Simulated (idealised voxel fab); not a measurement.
The following process module bears the name voxel transistor to metal.
cross-section cut | 200 nm wide | cells 5 nm
Reading order for cross-sections: top band down to bottom band. Underlying form: a grid of square cells. Band size: one or more rows of cells. Read a band's entry like this: the first values are the height of its top and the height of its bottom in nm, and what follows is the sequence of materials from left to right, each with its width in nm. Note that "blank" is empty space, and that a single material marked "full width" reaches across the band from edge to edge. It should be noted that heights are counted from 0, beneath which the wafer as supplied is of one material throughout, and that the lowest band possesses no lower boundary but continues downward, as written in "0 down". You'd read "30 to 40" like this: the band's top row of cells is as wide as the first number, its bottom row is as wide as the second, and going down, every row changes width by the same amount as the row before did. "stayed the same" means the step left every cell of the cross-section as it was. Enclosed voids (no open way to top), threshold 8 cells or more, entry "Trapped voids", notation width x height at distance, distance from left edge, nm. On a step's line, text after the settings is the simulator commenting on that step. "overlay nm" on a masked step: distance the mask lay right of its planned place, negative for left.

**Process steps foreseen in the plan**
1,RECEIVE | material Si
2,OXIDIZE | depth nm 5
3,CONFORMAL_DEP | material SiN | thk nm 15
4,MASKED_ETCH | tone cover | mask id ACTIVE | width nm 110 | etch materials SiN | depth nm 15 | overlay nm 0
5,MASKED_ETCH | tone cover | mask id ACTIVE | width nm 110 | etch materials SiO2 | depth nm 5 | overlay nm 0
6,MASKED_ETCH | tone cover | mask id ACTIVE | width nm 110 | etch materials Si | depth nm 25 | overlay nm 0
7,FILL_DEP | material SiO2 | thk nm 5
8,CMP | height nm 15
9,SELECTIVE_ETCH | etch materials SiO2 | depth nm 10
10,STRIP | etch materials SiN
11,SELECTIVE_ETCH | etch materials SiO2 | depth nm 5
12,OXIDIZE | depth nm 5
13,DIRECTIONAL_DEP | material polySi | thk nm 20
14,DIRECTIONAL_DEP | material SiCN | thk nm 15
15,MASKED_ETCH | tone cover | mask id GATE | width nm 30 | etch materials SiCN | depth nm 25 | overlay nm 0
16,MASKED_ETCH | tone cover | mask id GATE | width nm 30 | etch materials polySi | depth nm 30 | overlay nm 0
17,CONFORMAL_DEP | material SiN | thk nm 10
18,DIRECTIONAL_ETCH | etch materials SiN | depth nm 10
19,DIRECTIONAL_ETCH | etch materials SiO2 | depth nm 5
20,DIRECTIONAL_ETCH | etch materials Si | depth nm 10
21,EPI | material SiGe | thk nm 10
22,FILL_DEP | material SiO2 | thk nm 10
23,CMP | height nm 15
24,STRIP | etch materials polySi
25,SELECTIVE_ETCH | etch materials SiO2 | depth nm 5
26,CONFORMAL_DEP | material HfO2 | thk nm 5
27,CONFORMAL_DEP | material TiN | thk nm 5
28,FILL_DEP | material W | thk nm 10
29,CMP | height nm 10
30,DIRECTIONAL_DEP | material SiO2 | thk nm 15
31,MASKED_ETCH | tone open | mask id CONTACT | width nm 20 | pitch nm 80 | etch materials SiO2 | depth nm 35 | overlay nm 0
32,CONFORMAL_DEP | material TiN | thk nm 5
33,FILL_DEP | material W | thk nm 5
34,CMP | height nm 25
35,DIRECTIONAL_DEP | material TiN | thk nm 5
36,DIRECTIONAL_DEP | material W | thk nm 20
37,DIRECTIONAL_DEP | material aC | thk nm 10
38,PATTERN | tone cover | mask id METAL_1 | material resist | width nm 20 | pitch nm 80 | thk nm 25 | overlay nm 0
39,DIRECTIONAL_ETCH | etch materials aC | depth nm 10
40,STRIP | etch materials resist
41,DIRECTIONAL_ETCH | etch materials W | depth nm 20
42,DIRECTIONAL_ETCH | etch materials TiN | depth nm 5
43,STRIP | etch materials aC
44,CONFORMAL_DEP | material SiN | thk nm 5
45,FILL_DEP | material SiO2 | thk nm 10
46,CMP | height nm 50
47,CONFORMAL_DEP | material SiN | thk nm 5

**This is the cross-section of the wafer as we received it, i.e. after step 1**
0 down  Si full width
Trapped voids: none

**First wafer of two, sectioned at end of module; run went per plan**
55 to 50  SiN full width
50 to 30  45 of SiO2 | 5 of SiN | 20 of W | 5 of SiN | 50 of SiO2 | 5 of SiN | 20 of W | 5 of SiN | 45 of SiO2
30 to 25  50 of SiN | 20 of TiN | 60 of SiN | 20 of TiN | 50 of SiN
25 to 10  50 of SiO2 | 5 of TiN | 10 of W | 5 of TiN | 60 of SiO2 | 5 of TiN | 10 of W | 5 of TiN | 50 of SiO2
10 to 5  50 of SiO2 | 5 of TiN | 10 of W | 5 of TiN | 5 of SiO2 | 10 of SiN | 5 of HfO2 | 5 of TiN | 10 of W | 5 of TiN | 5 of HfO2 | 10 of SiN | 5 of SiO2 | 5 of TiN | 10 of W | 5 of TiN | 50 of SiO2
5 to 0  50 of SiO2 | 20 of TiN | 5 of SiO2 | 10 of SiN | 5 of HfO2 | 5 of TiN | 10 of W | 5 of TiN | 5 of HfO2 | 10 of SiN | 5 of SiO2 | 20 of TiN | 50 of SiO2
0 to -5  40 of SiO2 | 10 of SiN | 10 of SiGe | 5 of TiN | 10 of SiGe | 10 of SiN | 5 of HfO2 | 20 of TiN | 5 of HfO2 | 10 of SiN | 10 of SiGe | 5 of TiN | 10 of SiGe | 10 of SiN | 40 of SiO2
-5 to -10  50 of SiO2 | 10 of SiGe | 5 of TiN | 10 of SiGe | 5 of SiO2 | 40 of HfO2 | 5 of SiO2 | 10 of SiGe | 5 of TiN | 10 of SiGe | 50 of SiO2
-10 to -20  45 of SiO2 | 5 of Si | 25 of SiGe | 50 of Si | 25 of SiGe | 5 of Si | 45 of SiO2
-20 to -30  45 of SiO2 | 110 of Si | 45 of SiO2
-30 down  Si full width
Trapped voids: none

**Cross-section at end of module for the second wafer of two, which matched the first in starting point and plan and differed by one mistake in its processing**
55 to 50  SiN full width
50 to 30  45 of SiO2 | 5 of SiN | 20 of W | 5 of SiN | 50 of SiO2 | 5 of SiN | 20 of W | 5 of SiN | 45 of SiO2
30 to 25  50 of SiN | 20 of TiN | 60 of SiN | 20 of TiN | 50 of SiN
25 to 10  50 of SiO2 | 5 of TiN | 10 of W | 5 of TiN | 60 of SiO2 | 5 of TiN | 10 of W | 5 of TiN | 50 of SiO2
10 to 5  50 of SiO2 | 20 of TiN | 5 of SiO2 | 10 of SiN | 5 of HfO2 | 5 of TiN | 10 of W | 5 of TiN | 5 of HfO2 | 10 of SiN | 5 of SiO2 | 20 of TiN | 50 of SiO2
5 to 0  75 of SiO2 | 10 of SiN | 5 of HfO2 | 5 of TiN | 10 of W | 5 of TiN | 5 of HfO2 | 10 of SiN | 75 of SiO2
0 to -5  40 of SiO2 | 10 of SiN | 10 of SiGe | 5 of SiO2 | 10 of SiGe | 10 of SiN | 5 of HfO2 | 20 of TiN | 5 of HfO2 | 10 of SiN | 10 of SiGe | 5 of SiO2 | 10 of SiGe | 10 of SiN | 40 of SiO2
-5 to -10  50 of SiO2 | 10 of SiGe | 5 of SiO2 | 10 of SiGe | 5 of SiO2 | 40 of HfO2 | 5 of SiO2 | 10 of SiGe | 5 of SiO2 | 10 of SiGe | 50 of SiO2
-10 to -20  45 of SiO2 | 5 of Si | 25 of SiGe | 50 of Si | 25 of SiGe | 5 of Si | 45 of SiO2
-20 to -30  45 of SiO2 | 110 of Si | 45 of SiO2
-30 down  Si full width
Trapped voids: none
Deviation noted in wafer processing: it should be noted that step 30 of the plan was executed twice
Counted in cells at the end, the second wafer holds more or fewer of these materials than the first: 12 more of SiO2; 8 fewer of TiN; 4 fewer of W
